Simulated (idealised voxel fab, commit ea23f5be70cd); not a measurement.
The name of this process module is voxel wiring stack.
cross-section cut | 295 nm wide | cells 5 nm
Reading order for cross-sections: top band down to bottom band. Underlying form: a grid of square cells. Band size: one or more rows of cells.
Each band's line starts with the height of the band's top and of its bottom, in nm. Then come its materials from left to right, each with its width in nm. One material with "everywhere" fills the band from edge to edge. "blank" is empty space.
Convention: height 0 is the level below which the wafer, as received, is all one material. The lowest band does not terminate at the bottom but continues downward, represented as "0 -> down".
It should be noted that a width expressed as "30->40" varies in equal increments from row to row of cells within the band, taking the value of the first number at the top row and that of the second number at the bottom row.
A step reported as "nothing different" is a step in which no cell of the cross-section changed.
Any empty space of 8 cells or more lacking an open way to the top shows up in "Closed-off voids" as width x height at distance, distance from the left edge, in nm.
Past the settings on a step's line: simulator remark, on that step.
overlay nm, on a step with a mask: how far to the right of its planned place the mask lay; to the left if negative

Listed below are the process steps as planned
1 RECEIVE, material Si
2 CONFORMAL_DEP, material SiO2, thk nm 10
3 DIRECTIONAL_DEP, material TiN, thk nm 5
4 DIRECTIONAL_DEP, material Ru, thk nm 25
5 MASKED_ETCH, tone cover, mask id METAL_1, width nm 30, pitch nm 55, etch materials Ru, depth nm 25, overlay nm 0
6 MASKED_ETCH, tone cover, mask id METAL_1, width nm 30, pitch nm 55, etch materials TiN, depth nm 5, overlay nm 0
7 FILL_DEP, material SiO2, thk nm 10
8 CMP, height nm 40
9 CONFORMAL_DEP, material SiCN, thk nm 5
10 DIRECTIONAL_DEP, material lowk, thk nm 20
11 PATTERN, tone open, mask id PLUG_1, material resist, width nm 15, pitch nm 110, thk nm 20, overlay nm 0
12 DIRECTIONAL_ETCH, etch materials lowk, depth nm 20
13 DIRECTIONAL_ETCH, etch materials SiCN, depth nm 5
14 STRIP, etch materials resist
15 EPI, material Ru, thk nm 10
16 EPI, material Ru, thk nm 10
17 EPI, material Ru, thk nm 5
18 DIRECTIONAL_DEP, material TiN, thk nm 5
19 DIRECTIONAL_DEP, material W, thk nm 20
20 DIRECTIONAL_DEP, material aC, thk nm 15
21 PATTERN, tone cover, mask id METAL_2, material resist, width nm 30, pitch nm 55, thk nm 35, overlay nm 0
22 DIRECTIONAL_ETCH, etch materials aC, depth nm 15
23 STRIP, etch materials resist
24 DIRECTIONAL_ETCH, etch materials W, depth nm 20
25 DIRECTIONAL_ETCH, etch materials TiN, depth nm 5
26 STRIP, etch materials aC
27 FILL_DEP, material SiO2, thk nm 5
28 CMP, height nm 90
29 CONFORMAL_DEP, material SiCN, thk nm 5

On the first of the two wafers: run conducted according to plan

Cross-section of the wafer upon arrival, representing the state reached after step 1
	0 -> down = Si everywhere
	Closed-off voids: none

Wafer xsec, post step 2
	10 -> 0 = SiO2 everywhere
	Everything below 0 is unchanged.

Wafer xsec, post step 3
	15 -> 10 = TiN everywhere
	Everything below 10 is unchanged.

Wafer xsec, post step 4
	40 -> 15 = Ru everywhere
	Everything below 15 is unchanged.

Wafer xsec, post step 5
	40 -> 15 = blank=75; Ru=30; blank=25; Ru=30; blank=25; Ru=30; blank=80
	Everything below 15 is unchanged.

Wafer xsec, post step 6
	40 -> 15 = blank=75; Ru=30; blank=25; Ru=30; blank=25; Ru=30; blank=80
	15 -> 10 = blank=75; TiN=30; blank=25; TiN=30; blank=25; TiN=30; blank=80
	Everything below 10 is unchanged.

Wafer xsec, post step 7
	50 -> 40 = SiO2 everywhere
	40 -> 15 = SiO2=75; Ru=30; SiO2=25; Ru=30; SiO2=25; Ru=30; SiO2=80
	15 -> 10 = SiO2=75; TiN=30; SiO2=25; TiN=30; SiO2=25; TiN=30; SiO2=80
	Everything below 10 is unchanged.

Wafer xsec, post step 8
	40 -> 15 = SiO2=75; Ru=30; SiO2=25; Ru=30; SiO2=25; Ru=30; SiO2=80
	Everything below 15 is unchanged.

Wafer xsec, post step 9
	45 -> 40 = SiCN everywhere
	Everything below 40 is unchanged.

Wafer xsec, post step 10
	65 -> 45 = lowk everywhere
	Everything below 45 is unchanged.

Wafer xsec, post step 11
	85 -> 65 = resist=75; blank=15; resist=95; blank=15; resist=95
	Everything below 65 is unchanged.

Wafer xsec, post step 12
	85 -> 65 = resist=75; blank=15; resist=95; blank=15; resist=95
	65 -> 45 = lowk=75; blank=15; lowk=95; blank=15; lowk=95
	Everything below 45 is unchanged.

Wafer xsec, post step 13
	85 -> 65 = resist=75; blank=15; resist=95; blank=15; resist=95
	65 -> 45 = lowk=75; blank=15; lowk=95; blank=15; lowk=95
	45 -> 40 = SiCN=75; blank=15; SiCN=95; blank=15; SiCN=95
	Everything below 40 is unchanged.

Wafer xsec, post step 14
	65 -> 45 = lowk=75; blank=15; lowk=95; blank=15; lowk=95
	Everything below 45 is unchanged.

Wafer xsec, post step 15
	65 -> 50 = lowk=75; blank=15; lowk=95; blank=15; lowk=95
	50 -> 45 = lowk=75; Ru=15; lowk=95; Ru=15; lowk=95
	45 -> 40 = SiCN=75; Ru=15; SiCN=95; Ru=15; SiCN=95
	Everything below 40 is unchanged.

Wafer xsec, post step 16
	65 -> 60 = lowk=75; blank=15; lowk=95; blank=15; lowk=95
	60 -> 45 = lowk=75; Ru=15; lowk=95; Ru=15; lowk=95
	Everything below 45 is unchanged.

Wafer xsec, post step 17
	65 -> 45 = lowk=75; Ru=15; lowk=95; Ru=15; lowk=95
	Everything below 45 is unchanged.

Wafer xsec, post step 18
	70 -> 65 = TiN everywhere
	Everything below 65 is unchanged.

Wafer xsec, post step 19
	90 -> 70 = W everywhere
	Everything below 70 is unchanged.

Wafer xsec, post step 20
	105 -> 90 = aC everywhere
	Everything below 90 is unchanged.

Wafer xsec, post step 21
	140 -> 105 = blank=75; resist=30; blank=25; resist=30; blank=25; resist=30; blank=80
	Everything below 105 is unchanged.

Wafer xsec, post step 22
	125 -> 105 = blank=75; resist=30; blank=25; resist=30; blank=25; resist=30; blank=80
	105 -> 90 = blank=75; aC=30; blank=25; aC=30; blank=25; aC=30; blank=80
	Everything below 90 is unchanged.

Wafer xsec, post step 23
	105 -> 90 = blank=75; aC=30; blank=25; aC=30; blank=25; aC=30; blank=80
	Everything below 90 is unchanged.

Wafer xsec, post step 24
	105 -> 90 = blank=75; aC=30; blank=25; aC=30; blank=25; aC=30; blank=80
	90 -> 70 = blank=75; W=30; blank=25; W=30; blank=25; W=30; blank=80
	Everything below 70 is unchanged.

Wafer xsec, post step 25
	105 -> 90 = blank=75; aC=30; blank=25; aC=30; blank=25; aC=30; blank=80
	90 -> 70 = blank=75; W=30; blank=25; W=30; blank=25; W=30; blank=80
	70 -> 65 = blank=75; TiN=30; blank=25; TiN=30; blank=25; TiN=30; blank=80
	Everything below 65 is unchanged.

Wafer xsec, post step 26
	90 -> 70 = blank=75; W=30; blank=25; W=30; blank=25; W=30; blank=80
	Everything below 70 is unchanged.

Wafer xsec, post step 27
	95 -> 90 = SiO2 everywhere
	90 -> 70 = SiO2=75; W=30; SiO2=25; W=30; SiO2=25; W=30; SiO2=80
	70 -> 65 = SiO2=75; TiN=30; SiO2=25; TiN=30; SiO2=25; TiN=30; SiO2=80
	Everything below 65 is unchanged.

Wafer xsec, post step 28
	90 -> 70 = SiO2=75; W=30; SiO2=25; W=30; SiO2=25; W=30; SiO2=80
	Everything below 70 is unchanged.

Wafer xsec, post step 29
	95 -> 90 = SiCN everywhere
	Everything below 90 is unchanged.

Second wafer - shared start and plan with the first - one error in running - same as the first up to step 4 inclusive

Second wafer cross-section, taken as of the time the plan sets for step 5 to be done
	40 -> 15 = blank=70; Ru=30; blank=25; Ru=30; blank=25; Ru=30; blank=85
	Everything below 15 is unchanged.

Second wafer cross-section, taken as of the time the plan sets for step 6 to be done
	40 -> 15 = blank=70; Ru=30; blank=25; Ru=30; blank=25; Ru=30; blank=85
	15 -> 10 = blank=70; TiN=35; blank=20; TiN=35; blank=20; TiN=35; blank=80
	Everything below 10 is unchanged.

Second wafer cross-section, taken as of the time the plan sets for step 7 to be done
	50 -> 40 = SiO2 everywhere
	40 -> 15 = SiO2=70; Ru=30; SiO2=25; Ru=30; SiO2=25; Ru=30; SiO2=85
	15 -> 10 = SiO2=70; TiN=35; SiO2=20; TiN=35; SiO2=20; TiN=35; SiO2=80
	Everything below 10 is unchanged.

Second wafer cross-section, taken as of the time the plan sets for step 8 to be done
	40 -> 15 = SiO2=70; Ru=30; SiO2=25; Ru=30; SiO2=25; Ru=30; SiO2=85
	Everything below 15 is unchanged.

Second wafer cross-section, taken as of the time the plan sets for step 9 to be done
	45 -> 40 = SiCN everywhere
	Everything below 40 is unchanged.

Second wafer cross-section, taken as of the time the plan sets for step 10 to be done
	65 -> 45 = lowk everywhere
	Everything below 45 is unchanged.

Second wafer cross-section, taken as of the time the plan sets for step 11 to be done
	85 -> 65 = resist=75; blank=15; resist=95; blank=15; resist=95
	Everything below 65 is unchanged.

Second wafer cross-section, taken as of the time the plan sets for step 12 to be done
	85 -> 65 = resist=75; blank=15; resist=95; blank=15; resist=95
	65 -> 45 = lowk=75; blank=15; lowk=95; blank=15; lowk=95
	Everything below 45 is unchanged.

Second wafer cross-section, taken as of the time the plan sets for step 13 to be done
	85 -> 65 = resist=75; blank=15; resist=95; blank=15; resist=95
	65 -> 45 = lowk=75; blank=15; lowk=95; blank=15; lowk=95
	45 -> 40 = SiCN=75; blank=15; SiCN=95; blank=15; SiCN=95
	Everything below 40 is unchanged.

Second wafer cross-section, taken as of the time the plan sets for step 14 to be done
	65 -> 45 = lowk=75; blank=15; lowk=95; blank=15; lowk=95
	Everything below 45 is unchanged.

Second wafer cross-section, taken as of the time the plan sets for step 15 to be done
	65 -> 50 = lowk=75; blank=15; lowk=95; blank=15; lowk=95
	50 -> 45 = lowk=75; Ru=15; lowk=95; Ru=15; lowk=95
	45 -> 40 = SiCN=75; Ru=15; SiCN=95; Ru=15; SiCN=95
	Everything below 40 is unchanged.

Second wafer cross-section, taken as of the time the plan sets for step 16 to be done
	65 -> 60 = lowk=75; blank=15; lowk=95; blank=15; lowk=95
	60 -> 45 = lowk=75; Ru=15; lowk=95; Ru=15; lowk=95
	Everything below 45 is unchanged.

Second wafer cross-section, taken as of the time the plan sets for step 17 to be done
	65 -> 45 = lowk=75; Ru=15; lowk=95; Ru=15; lowk=95
	Everything below 45 is unchanged.

Second wafer cross-section, taken as of the time the plan sets for step 18 to be done
	70 -> 65 = TiN everywhere
	Everything below 65 is unchanged.

Second wafer cross-section, taken as of the time the plan sets for step 19 to be done
	90 -> 70 = W everywhere
	Everything below 70 is unchanged.

Second wafer cross-section, taken as of the time the plan sets for step 20 to be done
	105 -> 90 = aC everywhere
	Everything below 90 is unchanged.

Second wafer cross-section, taken as of the time the plan sets for step 21 to be done
	140 -> 105 = blank=75; resist=30; blank=25; resist=30; blank=25; resist=30; blank=80
	Everything below 105 is unchanged.

Second wafer cross-section, taken as of the time the plan sets for step 22 to be done
	125 -> 105 = blank=75; resist=30; blank=25; resist=30; blank=25; resist=30; blank=80
	105 -> 90 = blank=75; aC=30; blank=25; aC=30; blank=25; aC=30; blank=80
	Everything below 90 is unchanged.

Second wafer cross-section, taken as of the time the plan sets for step 23 to be done
	105 -> 90 = blank=75; aC=30; blank=25; aC=30; blank=25; aC=30; blank=80
	Everything below 90 is unchanged.

Second wafer cross-section, taken as of the time the plan sets for step 24 to be done
	105 -> 90 = blank=75; aC=30; blank=25; aC=30; blank=25; aC=30; blank=80
	90 -> 70 = blank=75; W=30; blank=25; W=30; blank=25; W=30; blank=80
	Everything below 70 is unchanged.

Second wafer cross-section, taken as of the time the plan sets for step 25 to be done
	105 -> 90 = blank=75; aC=30; blank=25; aC=30; blank=25; aC=30; blank=80
	90 -> 70 = blank=75; W=30; blank=25; W=30; blank=25; W=30; blank=80
	70 -> 65 = blank=75; TiN=30; blank=25; TiN=30; blank=25; TiN=30; blank=80
	Everything below 65 is unchanged.

Second wafer cross-section, taken as of the time the plan sets for step 26 to be done
	90 -> 70 = blank=75; W=30; blank=25; W=30; blank=25; W=30; blank=80
	Everything below 70 is unchanged.

Second wafer cross-section, taken as of the time the plan sets for step 27 to be done
	95 -> 90 = SiO2 everywhere
	90 -> 70 = SiO2=75; W=30; SiO2=25; W=30; SiO2=25; W=30; SiO2=80
	70 -> 65 = SiO2=75; TiN=30; SiO2=25; TiN=30; SiO2=25; TiN=30; SiO2=80
	Everything below 65 is unchanged.

Second wafer cross-section, taken as of the time the plan sets for step 28 to be done
	90 -> 70 = SiO2=75; W=30; SiO2=25; W=30; SiO2=25; W=30; SiO2=80
	Everything below 70 is unchanged.

Second wafer cross-section, taken as of the time the plan sets for step 29 to be done
	95 -> 90 = SiCN everywhere
	Everything below 90 is unchanged.
Misprocessing identified: step 5, actual vs plan mismatch, actual run MASKED_ETCH, tone cover, mask id METAL_1, width nm 30, pitch nm 55, etch materials Ru, depth nm 25, overlay nm -5
FYI, end of process, the second wafer has more or fewer cells of some materials than the first: SiO2: 3 fewer, TiN: 3 more
